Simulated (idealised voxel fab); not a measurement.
Process module name: voxel self aligned contacts
Each square cell in cross-section cut measures 5 nm, and the section as a whole is 280 nm wide.
A cross-section is a grid of square cells, given in bands from the top down. A band is one or more rows of cells.
First you get the band's top height and its bottom height, in nm, and then the materials it's made of, left to right, with each width in nm. If you see a single material with "full width", that one covers the band edge to edge. "air" is empty space.
Basically, 0 is our baseline, since under it the wafer straight out of the box is all one material. The bottom band has no lower end and keeps on going down, so it looks like "0 -> down".
The notation "30 to 40" denotes a width that varies across the rows of cells in the band, beginning at the first number in the top row, finishing at the second number in the bottom row, and changing by an identical amount from each row to the next.
Step marked "nothing got changed"? Then no cell in the cross-section changed in it.
The label "Fully closed voids" introduces a list of the empty spaces, 8 cells or larger, that have no open way up to the top; each entry in it reads width x height at distance, where the distance is taken from the left edge and all three are stated in nm.
Whatever follows a step's settings on its line is a remark the simulator itself makes about that step.
If you see "overlay nm" on a step's line and that step has a mask, it's telling you how far right of where it was planned the mask ended up; a negative number means it went left instead.

List of planned process steps
1,RECEIVE [material Si]
2,CONFORMAL_DEP [material SiO2] [thk nm 5]
3,DIRECTIONAL_DEP [material polySi] [thk nm 30]
4,DIRECTIONAL_DEP [material SiN] [thk nm 20]
5,MASKED_ETCH [tone cover] [mask id GATE] [width nm 25] [pitch nm 50] [etch materials SiN] [depth nm 20] [overlay nm 0]
6,MASKED_ETCH [tone cover] [mask id GATE] [width nm 25] [pitch nm 50] [etch materials polySi] [depth nm 30] [overlay nm 0]
7,CONFORMAL_DEP [material SiN] [thk nm 5]
8,DIRECTIONAL_ETCH [etch materials SiN] [depth nm 5]
9,FILL_DEP [material SiO2] [thk nm 20]
10,CMP [height nm 65]
11,PATTERN [tone open] [mask id CONTACT] [material resist] [width nm 35] [pitch nm 50] [thk nm 15] [overlay nm 0]
12,DIRECTIONAL_ETCH [etch materials SiO2] [depth nm 65]
13,STRIP [etch materials resist]
14,CONFORMAL_DEP [material TiN] [thk nm 5]
15,FILL_DEP [material W] [thk nm 10]
16,CMP [height nm 65]
17,CONFORMAL_DEP [material SiCN] [thk nm 5]

Wafer at receipt (post step 1), cross-section
* 0 -> down  Si full width
* Fully closed voids: none

First of two wafers: cross-section at end of module, run per plan
* 70 -> 65  SiCN full width
* 65 -> 55  SiO2 (95)  TiN (5 to 15)  W (25 to 5)  TiN (5 to 15)  SiO2 (15)  TiN (5 to 15)  W (25 to 5)  TiN (5 to 15)  SiO2 (100)
* 55 -> 35  SiO2 (70)  SiN (35)  TiN (5)  W (5)  TiN (5)  SiN (35)  TiN (5)  W (5)  TiN (5)  SiN (35)  SiO2 (75)
* 35 -> 5  SiO2 (70)  SiN (5)  polySi (25)  SiN (5)  TiN (5)  W (5)  TiN (5)  SiN (5)  polySi (25)  SiN (5)  TiN (5)  W (5)  TiN (5)  SiN (5)  polySi (25)  SiN (5)  SiO2 (75)
* 5 -> 0  SiO2 (105)  TiN (15)  SiO2 (35)  TiN (15)  SiO2 (110)
* 0 -> down  Si full width
* Fully closed voids: none

Wafer two cross-section, module end. Start and plan unchanged from wafer one; one mistake made during the run
* 70 -> 65  SiCN full width
* 65 -> 55  SiO2 (95)  TiN (5 to 15)  W (25 to 5)  TiN (5 to 15)  SiO2 (15)  TiN (5 to 15)  W (25 to 5)  TiN (5 to 15)  SiO2 (100)
* 55 -> 35  SiO2 (70)  SiN (35)  TiN (5)  W (5)  TiN (5)  SiN (35)  TiN (5)  W (5)  TiN (5)  SiN (35)  SiO2 (75)
* 35 -> 30  SiO2 (105)  TiN (15)  SiO2 (35)  TiN (15)  SiO2 (110)
* 30 -> 0  polySi full width
* 0 -> down  Si full width
* Fully closed voids: none
Here's what went sideways: steps 2 and 3 got flipped, so each one ran where the other should have
Materials where the second wafer ends with more or fewer cells than the first: SiN -36, SiO2 -174, TiN -24, W -12, polySi +246
